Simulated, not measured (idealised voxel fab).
The name of this process module is voxel self aligned vias.
Section cut is 175 nm wide and gridded with 5 nm square cells.
Bands, listed from the top down, are how a cross-section gets written in this document; the cross-section itself is a grid of square cells, and a band is one or more rows of them.
Quick guide to a band line: top height, bottom height (nm) up front; then every material left to right with its width in nm. Only one material and it's marked "full width"? Then it fills the band edge to edge. And "empty" just means empty space.
Counting heights begins at 0, where everything beneath is, in the wafer as received, one material. The lowest band has no bottom; it goes on downwards, as "0..down" shows.
Graded width ("30..40"): value in top row of band = first number; value in bottom row = second number; row-to-row change constant.
What does "remains unaltered" mean for a step? It means no cell of the cross-section changed in that step.
"Enclosed void catalog" lists enclosed empty spaces (at least 8 cells, no open path upward to the top), each as width x height at distance from the left edge, in nm.
Where a step's line continues beyond its settings, the continuation is a remark by the simulator itself on that step.
"overlay nm" denotes, for a step that has a mask, the displacement of the mask to the right of its planned place, with negative values corresponding to the left.
**The steps planned for the process are as follows**
1: RECEIVE,material Si
2: CONFORMAL_DEP,material SiO2,thk nm 15
3: CONFORMAL_DEP,material SiCN,thk nm 5
4: DIRECTIONAL_DEP,material lowk,thk nm 20
5: MASKED_ETCH,tone open,mask id LINES,width nm 30,pitch nm 70,etch materials lowk,depth nm 20,overlay nm 0
6: CONFORMAL_DEP,material TiN,thk nm 5
7: FILL_DEP,material Ru,thk nm 10
8: CMP,height nm 40
9: SELECTIVE_ETCH,etch materials W Ru TiN,depth nm 5
10: FILL_DEP,material SiN,thk nm 10
11: CMP,height nm 40
12: DIRECTIONAL_DEP,material lowk,thk nm 20
13: DIRECTIONAL_DEP,material aC,thk nm 15
14: PATTERN,tone open,mask id VIAS,material resist,width nm 40,pitch nm 70,thk nm 30,overlay nm 0
15: DIRECTIONAL_ETCH,etch materials aC,depth nm 15
16: STRIP,etch materials resist
17: DIRECTIONAL_ETCH,etch materials lowk,depth nm 20
18: DIRECTIONAL_ETCH,etch materials SiN,depth nm 5
19: STRIP,etch materials aC
20: CONFORMAL_DEP,material TiN,thk nm 5
21: FILL_DEP,material Ru,thk nm 10
22: CMP,height nm 60
23: CONFORMAL_DEP,material SiCN,thk nm 5
**First wafer, two in total, run as planned**
**This is the cross-section of the wafer as we received it, i.e. after step 1**
    0..down  Si full width
    Enclosed void catalog: none
**After step 2, in cross-section**
    15..0  SiO2 full width
    Beneath the level 0, the cross-section is identical to its previous state.
**After step 3, in cross-section**
    20..15  SiCN full width
    Beneath the level 15, the cross-section is identical to its previous state.
**After step 4, in cross-section**
    40..20  lowk full width
    Beneath the level 20, the cross-section is identical to its previous state.
**After step 5, in cross-section**
    40..20  lowk 35, empty 30, lowk 40, empty 30, lowk 40
    Beneath the level 20, the cross-section is identical to its previous state.
**After step 6, in cross-section**
    45..40  TiN 40, empty 20, TiN 50, empty 20, TiN 45
    40..25  lowk 35, TiN 5, empty 20, TiN 5, lowk 40, TiN 5, empty 20, TiN 5, lowk 40
    25..20  lowk 35, TiN 30, lowk 40, TiN 30, lowk 40
    Beneath the level 20, the cross-section is identical to its previous state.
**After step 7, in cross-section**
    55..45  Ru full width
    45..40  TiN 40, Ru 20, TiN 50, Ru 20, TiN 45
    40..25  lowk 35, TiN 5, Ru 20, TiN 5, lowk 40, TiN 5, Ru 20, TiN 5, lowk 40
    Beneath the level 25, the cross-section is identical to its previous state.
**After step 8, in cross-section**
    40..25  lowk 35, TiN 5, Ru 20, TiN 5, lowk 40, TiN 5, Ru 20, TiN 5, lowk 40
    Beneath the level 25, the cross-section is identical to its previous state.
**After step 9, in cross-section**
    40..35  lowk 35, empty 30, lowk 40, empty 30, lowk 40
    Beneath the level 35, the cross-section is identical to its previous state.
**After step 10, in cross-section**
    50..40  SiN full width
    40..35  lowk 35, SiN 30, lowk 40, SiN 30, lowk 40
    Beneath the level 35, the cross-section is identical to its previous state.
**After step 11, in cross-section**
    40..35  lowk 35, SiN 30, lowk 40, SiN 30, lowk 40
    Beneath the level 35, the cross-section is identical to its previous state.
**After step 12, in cross-section**
    60..40  lowk full width
    Beneath the level 40, the cross-section is identical to its previous state.
**After step 13, in cross-section**
    75..60  aC full width
    Beneath the level 60, the cross-section is identical to its previous state.
**After step 14, in cross-section**
    105..75  resist 30, empty 40, resist 30, empty 40, resist 35
    Beneath the level 75, the cross-section is identical to its previous state.
**After step 15, in cross-section**
    90..75  resist 30, empty 40, resist 30, empty 40, resist 35
    75..60  aC 30, empty 40, aC 30, empty 40, aC 35
    Beneath the level 60, the cross-section is identical to its previous state.
**After step 16, in cross-section**
    75..60  aC 30, empty 40, aC 30, empty 40, aC 35
    Beneath the level 60, the cross-section is identical to its previous state.
**After step 17, in cross-section**
    75..60  aC 30, empty 40, aC 30, empty 40, aC 35
    60..40  lowk 30, empty 40, lowk 30, empty 40, lowk 35
    Beneath the level 40, the cross-section is identical to its previous state.
**After step 18, in cross-section**
    75..60  aC 30, empty 40, aC 30, empty 40, aC 35
    60..40  lowk 30, empty 40, lowk 30, empty 40, lowk 35
    40..35  lowk 35, empty 30, lowk 40, empty 30, lowk 40
    Beneath the level 35, the cross-section is identical to its previous state.
**After step 19, in cross-section**
    60..40  lowk 30, empty 40, lowk 30, empty 40, lowk 35
    Beneath the level 40, the cross-section is identical to its previous state.
**After step 20, in cross-section**
    65..60  TiN 35, empty 30, TiN 40, empty 30, TiN 40
    60..45  lowk 30, TiN 5, empty 30, TiN 5, lowk 30, TiN 5, empty 30, TiN 5, lowk 35
    45..40  lowk 30, TiN 10, empty 20, TiN 10, lowk 30, TiN 10, empty 20, TiN 10, lowk 35
    40..35  lowk 35, TiN 30, lowk 40, TiN 30, lowk 40
    Beneath the level 35, the cross-section is identical to its previous state.
**After step 21, in cross-section**
    75..65  Ru full width
    65..60  TiN 35, Ru 30, TiN 40, Ru 30, TiN 40
    60..45  lowk 30, TiN 5, Ru 30, TiN 5, lowk 30, TiN 5, Ru 30, TiN 5, lowk 35
    45..40  lowk 30, TiN 10, Ru 20, TiN 10, lowk 30, TiN 10, Ru 20, TiN 10, lowk 35
    Beneath the level 40, the cross-section is identical to its previous state.
**After step 22, in cross-section**
    60..45  lowk 30, TiN 5, Ru 30, TiN 5, lowk 30, TiN 5, Ru 30, TiN 5, lowk 35
    Beneath the level 45, the cross-section is identical to its previous state.
**After step 23, in cross-section**
    65..60  SiCN full width
    Beneath the level 60, the cross-section is identical to its previous state.
**second wafer: like start, like plan, one mistake. Through step 1 it matches the first wafer**
**Second wafer, cross-section, planned end of step 2**
    30..0  SiO2 full width
    Beneath the level 0, the cross-section is identical to its previous state.
**Second wafer, cross-section, planned end of step 3**
    35..30  SiCN full width
    Beneath the level 30, the cross-section is identical to its previous state.
**Second wafer, cross-section, planned end of step 4**
    55..35  lowk full width
    Beneath the level 35, the cross-section is identical to its previous state.
**Second wafer, cross-section, planned end of step 5**
    55..35  lowk 35, empty 30, lowk 40, empty 30, lowk 40
    Beneath the level 35, the cross-section is identical to its previous state.
**Second wafer, cross-section, planned end of step 6**
    60..55  TiN 40, empty 20, TiN 50, empty 20, TiN 45
    55..40  lowk 35, TiN 5, empty 20, TiN 5, lowk 40, TiN 5, empty 20, TiN 5, lowk 40
    40..35  lowk 35, TiN 30, lowk 40, TiN 30, lowk 40
    Beneath the level 35, the cross-section is identical to its previous state.
**Second wafer, cross-section, planned end of step 7**
    70..60  Ru full width
    60..55  TiN 40, Ru 20, TiN 50, Ru 20, TiN 45
    55..40  lowk 35, TiN 5, Ru 20, TiN 5, lowk 40, TiN 5, Ru 20, TiN 5, lowk 40
    Beneath the level 40, the cross-section is identical to its previous state.
**Second wafer, cross-section, planned end of step 8**
    40..35  lowk 35, TiN 30, lowk 40, TiN 30, lowk 40
    Beneath the level 35, the cross-section is identical to its previous state.
**Second wafer, cross-section, planned end of step 9**
    40..35  lowk 35, empty 30, lowk 40, empty 30, lowk 40
    Beneath the level 35, the cross-section is identical to its previous state.
**Second wafer, cross-section, planned end of step 10**
    50..40  SiN full width
    40..35  lowk 35, SiN 30, lowk 40, SiN 30, lowk 40
    Beneath the level 35, the cross-section is identical to its previous state.
**Second wafer, cross-section, planned end of step 11**
    40..35  lowk 35, SiN 30, lowk 40, SiN 30, lowk 40
    Beneath the level 35, the cross-section is identical to its previous state.
**Second wafer, cross-section, planned end of step 12**
    60..40  lowk full width
    Beneath the level 40, the cross-section is identical to its previous state.
**Second wafer, cross-section, planned end of step 13**
    75..60  aC full width
    Beneath the level 60, the cross-section is identical to its previous state.
**Second wafer, cross-section, planned end of step 14**
    105..75  resist 30, empty 40, resist 30, empty 40, resist 35
    Beneath the level 75, the cross-section is identical to its previous state.
**Second wafer, cross-section, planned end of step 15**
    90..75  resist 30, empty 40, resist 30, empty 40, resist 35
    75..60  aC 30, empty 40, aC 30, empty 40, aC 35
    Beneath the level 60, the cross-section is identical to its previous state.
**Second wafer, cross-section, planned end of step 16**
    75..60  aC 30, empty 40, aC 30, empty 40, aC 35
    Beneath the level 60, the cross-section is identical to its previous state.
**Second wafer, cross-section, planned end of step 17**
    75..60  aC 30, empty 40, aC 30, empty 40, aC 35
    60..40  lowk 30, empty 40, lowk 30, empty 40, lowk 35
    Beneath the level 40, the cross-section is identical to its previous state.
**Second wafer, cross-section, planned end of step 18**
    75..60  aC 30, empty 40, aC 30, empty 40, aC 35
    60..40  lowk 30, empty 40, lowk 30, empty 40, lowk 35
    40..35  lowk 35, empty 30, lowk 40, empty 30, lowk 40
    Beneath the level 35, the cross-section is identical to its previous state.
**Second wafer, cross-section, planned end of step 19**
    60..40  lowk 30, empty 40, lowk 30, empty 40, lowk 35
    Beneath the level 40, the cross-section is identical to its previous state.
**Second wafer, cross-section, planned end of step 20**
    65..60  TiN 35, empty 30, TiN 40, empty 30, TiN 40
    60..45  lowk 30, TiN 5, empty 30, TiN 5, lowk 30, TiN 5, empty 30, TiN 5, lowk 35
    45..40  lowk 30, TiN 10, empty 20, TiN 10, lowk 30, TiN 10, empty 20, TiN 10, lowk 35
    40..35  lowk 35, TiN 30, lowk 40, TiN 30, lowk 40
    Beneath the level 35, the cross-section is identical to its previous state.
**Second wafer, cross-section, planned end of step 21**
    75..65  Ru full width
    65..60  TiN 35, Ru 30, TiN 40, Ru 30, TiN 40
    60..45  lowk 30, TiN 5, Ru 30, TiN 5, lowk 30, TiN 5, Ru 30, TiN 5, lowk 35
    45..40  lowk 30, TiN 10, Ru 20, TiN 10, lowk 30, TiN 10, Ru 20, TiN 10, lowk 35
    Beneath the level 40, the cross-section is identical to its previous state.
**Second wafer, cross-section, planned end of step 22**
    60..45  lowk 30, TiN 5, Ru 30, TiN 5, lowk 30, TiN 5, Ru 30, TiN 5, lowk 35
    Beneath the level 45, the cross-section is identical to its previous state.
**Second wafer, cross-section, planned end of step 23**
    65..60  SiCN full width
    Beneath the level 60, the cross-section is identical to its previous state.
The mistake made against the process plan was this: step 2 of the plan was performed twice
Wrapping up, a cell-based count of both wafers puts the second over or under the first for these materials: Ru -16; SiO2 +105; TiN -20; lowk -69
